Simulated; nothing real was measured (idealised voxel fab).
This is a process module. Its name is voxel double patterning.
The cross-section on display is named cut; it measures 265 nm wide, and its cells are 5 nm squares.
In this document a cross-section is written as a grid of square cells. It is given as a series of bands, listed from the top down, and a band is one or more rows of cells. Heights first: top, then bottom, in nm. Then materials, left to right, each with a width in nm. "everywhere" on a single material: fills the band edge to edge. "empty": empty space. Heights are measured from 0, the level below which the as-received wafer is all one material; the lowest band has no bottom and continues downward, written as in "0 nm and below". Per-row width for "30..40": begins at first number (top row of band), ends at second number (bottom row), increment between rows held constant. No cell of the cross-section changed in a step that is given as "remained the same". "Cavities, closed" means: voids of 8 cells or more that are shut off from the top with no open way through. Written width x height at distance, distance from the left edge, in nm. Post-settings text on a step line: simulator's own remark regarding the step. Among the settings permitted on a step's line is "overlay nm"; applied to a step with a mask, it specifies the extent to which the mask lay to the right of its planned position, whereas a negative figure signifies a position to the left.
## The following list gives the planned process steps
| 1 | RECEIVE with material Si |
| 2 | CONFORMAL_DEP with material SiO2, thk nm 10 |
| 3 | DIRECTIONAL_DEP with material W, thk nm 15 |
| 4 | DIRECTIONAL_DEP with material SiCN, thk nm 10 |
| 5 | MASKED_ETCH with tone open, mask id FIRST, width nm 15, pitch nm 50, etch materials SiCN, depth nm 10, overlay nm 0 |
| 6 | PATTERN with tone open, mask id SECOND, material resist, width nm 15, thk nm 15, overlay nm 0 |
| 7 | DIRECTIONAL_ETCH with etch materials SiCN, depth nm 10 |
| 8 | STRIP with etch materials resist |
| 9 | DIRECTIONAL_ETCH with etch materials W, depth nm 15 |
| 10 | STRIP with etch materials SiCN |
## What follows covers the first of two wafers; it ran as planned
## Cross-section: wafer on arrival = after step 1
- 0 nm and below = Si everywhere
- Cavities, closed: none
## How the wafer stands in section after step 2
- 10 nm to 0 nm = SiO2 everywhere
- Beneath the level 0, the cross-section is identical to its previous state.
## How the wafer stands in section after step 3
- 25 nm to 10 nm = W everywhere
- Beneath the level 10, the cross-section is identical to its previous state.
## How the wafer stands in section after step 4
- 35 nm to 25 nm = SiCN everywhere
- Beneath the level 25, the cross-section is identical to its previous state.
## How the wafer stands in section after step 5
- 35 nm to 25 nm = SiCN (100) / empty (15) / SiCN (35) / empty (15) / SiCN (100)
- Beneath the level 25, the cross-section is identical to its previous state.
## How the wafer stands in section after step 6
- 50 nm to 35 nm = resist (125) / empty (15) / resist (125)
- 35 nm to 25 nm = SiCN (100) / resist (15) / SiCN (35) / resist (15) / SiCN (100)
- Beneath the level 25, the cross-section is identical to its previous state.
## How the wafer stands in section after step 7
- 50 nm to 35 nm = resist (125) / empty (15) / resist (125)
- 35 nm to 25 nm = SiCN (100) / resist (15) / SiCN (10) / empty (15) / SiCN (10) / resist (15) / SiCN (100)
- Beneath the level 25, the cross-section is identical to its previous state.
## How the wafer stands in section after step 8
- 35 nm to 25 nm = SiCN (100) / empty (15) / SiCN (10) / empty (15) / SiCN (10) / empty (15) / SiCN (100)
- Beneath the level 25, the cross-section is identical to its previous state.
## How the wafer stands in section after step 9
- 35 nm to 25 nm = SiCN (100) / empty (15) / SiCN (10) / empty (15) / SiCN (10) / empty (15) / SiCN (100)
- 25 nm to 10 nm = W (100) / empty (15) / W (10) / empty (15) / W (10) / empty (15) / W (100)
- Beneath the level 10, the cross-section is identical to its previous state.
## How the wafer stands in section after step 10
- 25 nm to 10 nm = W (100) / empty (15) / W (10) / empty (15) / W (10) / empty (15) / W (100)
- Beneath the level 10, the cross-section is identical to its previous state.
## Second wafer: same start and same plan as the first, one execution error; identical to the first through step 2
## Cross-section: second wafer, time at which step 3 was scheduled to end
- 30 nm to 10 nm = W everywhere
- Beneath the level 10, the cross-section is identical to its previous state.
## Cross-section: second wafer, time at which step 4 was scheduled to end
- 40 nm to 30 nm = SiCN everywhere
- Beneath the level 30, the cross-section is identical to its previous state.
## Cross-section: second wafer, time at which step 5 was scheduled to end
- 40 nm to 30 nm = SiCN (100) / empty (15) / SiCN (35) / empty (15) / SiCN (100)
- Beneath the level 30, the cross-section is identical to its previous state.
## Cross-section: second wafer, time at which step 6 was scheduled to end
- 55 nm to 40 nm = resist (125) / empty (15) / resist (125)
- 40 nm to 30 nm = SiCN (100) / resist (15) / SiCN (35) / resist (15) / SiCN (100)
- Beneath the level 30, the cross-section is identical to its previous state.
## Cross-section: second wafer, time at which step 7 was scheduled to end
- 55 nm to 40 nm = resist (125) / empty (15) / resist (125)
- 40 nm to 30 nm = SiCN (100) / resist (15) / SiCN (10) / empty (15) / SiCN (10) / resist (15) / SiCN (100)
- Beneath the level 30, the cross-section is identical to its previous state.
## Cross-section: second wafer, time at which step 8 was scheduled to end
- 40 nm to 30 nm = SiCN (100) / empty (15) / SiCN (10) / empty (15) / SiCN (10) / empty (15) / SiCN (100)
- Beneath the level 30, the cross-section is identical to its previous state.
## Cross-section: second wafer, time at which step 9 was scheduled to end
- 40 nm to 30 nm = SiCN (100) / empty (15) / SiCN (10) / empty (15) / SiCN (10) / empty (15) / SiCN (100)
- 30 nm to 15 nm = W (100) / empty (15) / W (10) / empty (15) / W (10) / empty (15) / W (100)
- Beneath the level 15, the cross-section is identical to its previous state.
## Cross-section: second wafer, time at which step 10 was scheduled to end
- 30 nm to 15 nm = W (100) / empty (15) / W (10) / empty (15) / W (10) / empty (15) / W (100)
- Beneath the level 15, the cross-section is identical to its previous state.
Plan not followed: contrary to plan, step 3 was performed as DIRECTIONAL_DEP with material W, thk nm 20
Final comparison by cell count, materials where the second wafer has more or fewer than the first: 53 more of W
